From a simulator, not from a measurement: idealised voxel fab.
Proc. module: voxel gate over fins
The figure presents cross-section cut, which has a width of 205 nm and is divided into square cells with an edge length of 5 nm.
Cross-section spec: square-cell grid; bands listed top down; each band is one or more rows. Look at the band entry: it leads with the top's height and the bottom's height in nm. Then it lists the materials left to right, with a width in nm for each. The word "full width" on a single material says that material fills the band edge to edge. The word "empty" is empty space. Below 0: as-received wafer, all one material; heights counted from there. Lowest band: no bottom, goes on down, written "0 -> down". The expression "30->40" gives the width at the extremes of the band, the first number at its top row of cells and the second at its bottom row, with the width changing by equal amounts from each row to the next in between. The cross-section has no changed cell in any step marked "no change". So "Enclosed cavities" is basically the list of trapped voids: any empty space of 8 cells or more that can't reach the top through an opening. They're written width x height at distance, the distance being from the left edge, and it's all nm. Post-settings text on a step line: simulator's own remark regarding the step. overlay nm, on a step with a mask: how far to the right of its planned place the mask lay; to the left if negative.

## Here's what the planned process steps look like
1,RECEIVE (material Si)
2,CONFORMAL_DEP (material SiN; thk nm 5)
3,DIRECTIONAL_DEP (material aC; thk nm 15)
4,PATTERN (tone cover; mask id FINS; material resist; width nm 15; pitch nm 40; thk nm 30; overlay nm 0)
5,DIRECTIONAL_ETCH (etch materials aC; depth nm 15)
6,STRIP (etch materials resist)
7,DIRECTIONAL_ETCH (etch materials SiN; depth nm 5)
8,DIRECTIONAL_ETCH (etch materials Si; depth nm 30)
9,STRIP (etch materials aC)
10,FILL_DEP (material SiO2; thk nm 10)
11,CMP (height nm 5)
12,SELECTIVE_ETCH (etch materials SiO2; depth nm 20)
13,STRIP (etch materials SiN)
14,CONFORMAL_DEP (material HfO2; thk nm 5)
15,CONFORMAL_DEP (material TiN; thk nm 5)
16,CONFORMAL_DEP (material TiAl; thk nm 5)
17,CONFORMAL_DEP (material TiN; thk nm 5)
18,FILL_DEP (material W; thk nm 10)
19,CMP (height nm 25)
20,CONFORMAL_DEP (material SiCN; thk nm 5)

## as received, after step 1
  0 -> down  Si full width
  Enclosed cavities: none

## Sectioned view, first of two wafers, at the close of the module, processed as intended in the plan
  30 -> 25  SiCN full width
  25 -> 20  W full width
  20 -> 15  15 nm W, 175 nm TiN, 15 nm W
  15 -> 10  15 nm W, 5 nm TiN, 165 nm TiAl, 5 nm TiN, 15 nm W
  10 -> 5  15 nm W, 5 nm TiN, 5 nm TiAl, 35 nm TiN, 5 nm TiAl, 35 nm TiN, 5 nm TiAl, 35 nm TiN, 5 nm TiAl, 35 nm TiN, 5 nm TiAl, 5 nm TiN, 15 nm W
  5 -> 0  20 nm TiN, 5 nm TiAl, 5 nm TiN, 25 nm HfO2, 5 nm TiN, 5 nm TiAl, 5 nm TiN, 25 nm HfO2, 5 nm TiN, 5 nm TiAl, 5 nm TiN, 25 nm HfO2, 5 nm TiN, 5 nm TiAl, 5 nm TiN, 25 nm HfO2, 5 nm TiN, 5 nm TiAl, 20 nm TiN
  0 -> -5  25 nm TiAl, 5 nm TiN, 5 nm HfO2, 15 nm Si, 5 nm HfO2, 5 nm TiN, 5 nm TiAl, 5 nm TiN, 5 nm HfO2, 15 nm Si, 5 nm HfO2, 5 nm TiN, 5 nm TiAl, 5 nm TiN, 5 nm HfO2, 15 nm Si, 5 nm HfO2, 5 nm TiN, 5 nm TiAl, 5 nm TiN, 5 nm HfO2, 15 nm Si, 5 nm HfO2, 5 nm TiN, 25 nm TiAl
  -5 -> -10  30 nm TiN, 5 nm HfO2, 15 nm Si, 5 nm HfO2, 15 nm TiN, 5 nm HfO2, 15 nm Si, 5 nm HfO2, 15 nm TiN, 5 nm HfO2, 15 nm Si, 5 nm HfO2, 15 nm TiN, 5 nm HfO2, 15 nm Si, 5 nm HfO2, 30 nm TiN
  -10 -> -15  35 nm HfO2, 15 nm Si, 25 nm HfO2, 15 nm Si, 25 nm HfO2, 15 nm Si, 25 nm HfO2, 15 nm Si, 35 nm HfO2
  -15 -> -30  35 nm SiO2, 15 nm Si, 25 nm SiO2, 15 nm Si, 25 nm SiO2, 15 nm Si, 25 nm SiO2, 15 nm Si, 35 nm SiO2
  -30 -> down  Si full width
  Enclosed cavities: none

## End of module, second wafer, cross-section. Started like the first, planned like the first, run with one mistake
  30 -> 25  SiCN full width
  25 -> 20  W full width
  20 -> 15  15 nm W, 175 nm TiN, 15 nm W
  15 -> 10  15 nm W, 5 nm TiN, 165 nm TiAl, 5 nm TiN, 15 nm W
  10 -> 5  15 nm W, 5 nm TiN, 5 nm TiAl, 35 nm TiN, 5 nm TiAl, 35 nm TiN, 5 nm TiAl, 35 nm TiN, 5 nm TiAl, 35 nm TiN, 5 nm TiAl, 5 nm TiN, 15 nm W
  5 -> 0  20 nm TiN, 5 nm TiAl, 5 nm TiN, 25 nm HfO2, 5 nm TiN, 5 nm TiAl, 5 nm TiN, 25 nm HfO2, 5 nm TiN, 5 nm TiAl, 5 nm TiN, 25 nm HfO2, 5 nm TiN, 5 nm TiAl, 5 nm TiN, 25 nm HfO2, 5 nm TiN, 5 nm TiAl, 20 nm TiN
  0 -> -5  25 nm TiAl, 5 nm TiN, 5 nm HfO2, 15 nm Si, 5 nm HfO2, 5 nm TiN, 5 nm TiAl, 5 nm TiN, 5 nm HfO2, 15 nm Si, 5 nm HfO2, 5 nm TiN, 5 nm TiAl, 5 nm TiN, 5 nm HfO2, 15 nm Si, 5 nm HfO2, 5 nm TiN, 5 nm TiAl, 5 nm TiN, 5 nm HfO2, 15 nm Si, 5 nm HfO2, 5 nm TiN, 25 nm TiAl
  -5 -> -10  30 nm TiN, 5 nm HfO2, 15 nm Si, 5 nm HfO2, 15 nm TiN, 5 nm HfO2, 15 nm Si, 5 nm HfO2, 15 nm TiN, 5 nm HfO2, 15 nm Si, 5 nm HfO2, 15 nm TiN, 5 nm HfO2, 15 nm Si, 5 nm HfO2, 30 nm TiN
  -10 -> -15  35 nm HfO2, 15 nm Si, 25 nm HfO2, 15 nm Si, 25 nm HfO2, 15 nm Si, 25 nm HfO2, 15 nm Si, 35 nm HfO2
  -15 -> -20  35 nm SiO2, 15 nm Si, 25 nm SiO2, 15 nm Si, 25 nm SiO2, 15 nm Si, 25 nm SiO2, 15 nm Si, 35 nm SiO2
  -20 -> down  Si full width
  Enclosed cavities: none
What was done differently from what was planned? note that step 8 departed from the planned setting and was carried out as DIRECTIONAL_ETCH (etch materials Si; depth nm 20)
The closing comparison, in cells, has the second wafer with more or fewer of some materials than the first: Si: 58 more; SiO2: 58 fewer
